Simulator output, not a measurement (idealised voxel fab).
You're looking at the process module voxel trench capacitor.
Displayed cross-section: cut, width of 190 nm, square cells sized 5 nm.
Throughout this document, each cross-section is represented as a grid of square cells and is presented as a sequence of bands enumerated from the top downward, where a band comprises one or more rows of cells. Band entry format. Leading values: height of top, height of bottom, nm. Remainder: materials in left-to-right order, each with its width in nm. Special words: "edge to edge" on a single material, which then fills the band edge to edge; "empty", empty space. A quick word on heights: they are counted from 0, and under that level the wafer as it came to us is one material throughout. The lowest band is different from the rest in having no bottom; it simply continues downward, written as in "top 0, no bottom". The two numbers in a width such as "30..40" mark its ends across the band: the first belongs to the top row of cells, the second to the bottom row, and from each row to the next the width moves by the same amount. Any step labelled "identical to before" changed none of the cells in the cross-section. Any empty space of 8 cells or more lacking an open way to the top shows up in "Trapped cavities" as width x height at distance, distance from the left edge, in nm. On each step's line, the part that comes after the settings is the simulator's own comment on the step. overlay nm: where the mask lay relative to plan, measured to the right, on steps with a mask; negatives go left.
Process steps (planned):
| 1 | RECEIVE, material Si |
| 2 | CONFORMAL_DEP, material SiN, thk nm 5 |
| 3 | PATTERN, tone open, mask id TRENCH, material resist, width nm 25, pitch nm 55, thk nm 20, overlay nm 0 |
| 4 | DIRECTIONAL_ETCH, etch materials SiN, depth nm 5 |
| 5 | DIRECTIONAL_ETCH, etch materials Si, depth nm 35 |
| 6 | STRIP, etch materials resist |
| 7 | CONFORMAL_DEP, material HfO2, thk nm 5 |
| 8 | CONFORMAL_DEP, material TiN, thk nm 5 |
| 9 | FILL_DEP, material W, thk nm 5 |
| 10 | CMP, height nm 5 |
As received (post step 1): cross-section:
  top 0, no bottom: Si edge to edge
  Trapped cavities: none
Below is the wafer in cross-section after the module was completed. It began from the starting point shown above and followed the plan shown above, except that one mistake was made while running it:
  top 5, bottom 0: SiN 55 / TiN 5 / HfO2 5 / W 5 / HfO2 5 / TiN 5 / SiN 30 / TiN 5 / HfO2 5 / W 5 / HfO2 5 / TiN 5 / SiN 55
  top 0, bottom -25: Si 55 / TiN 5 / HfO2 5 / W 5 / HfO2 5 / TiN 5 / Si 30 / TiN 5 / HfO2 5 / W 5 / HfO2 5 / TiN 5 / Si 55
  top -25, bottom -30: Si 55 / TiN 5 / HfO2 15 / TiN 5 / Si 30 / TiN 5 / HfO2 15 / TiN 5 / Si 55
  top -30, bottom -35: Si 55 / TiN 25 / Si 30 / TiN 25 / Si 55
  top -35, no bottom: Si edge to edge
  Trapped cavities: none
Error vs. plan: steps 7 and 8 of the plan were run in the wrong order, each in the other's place
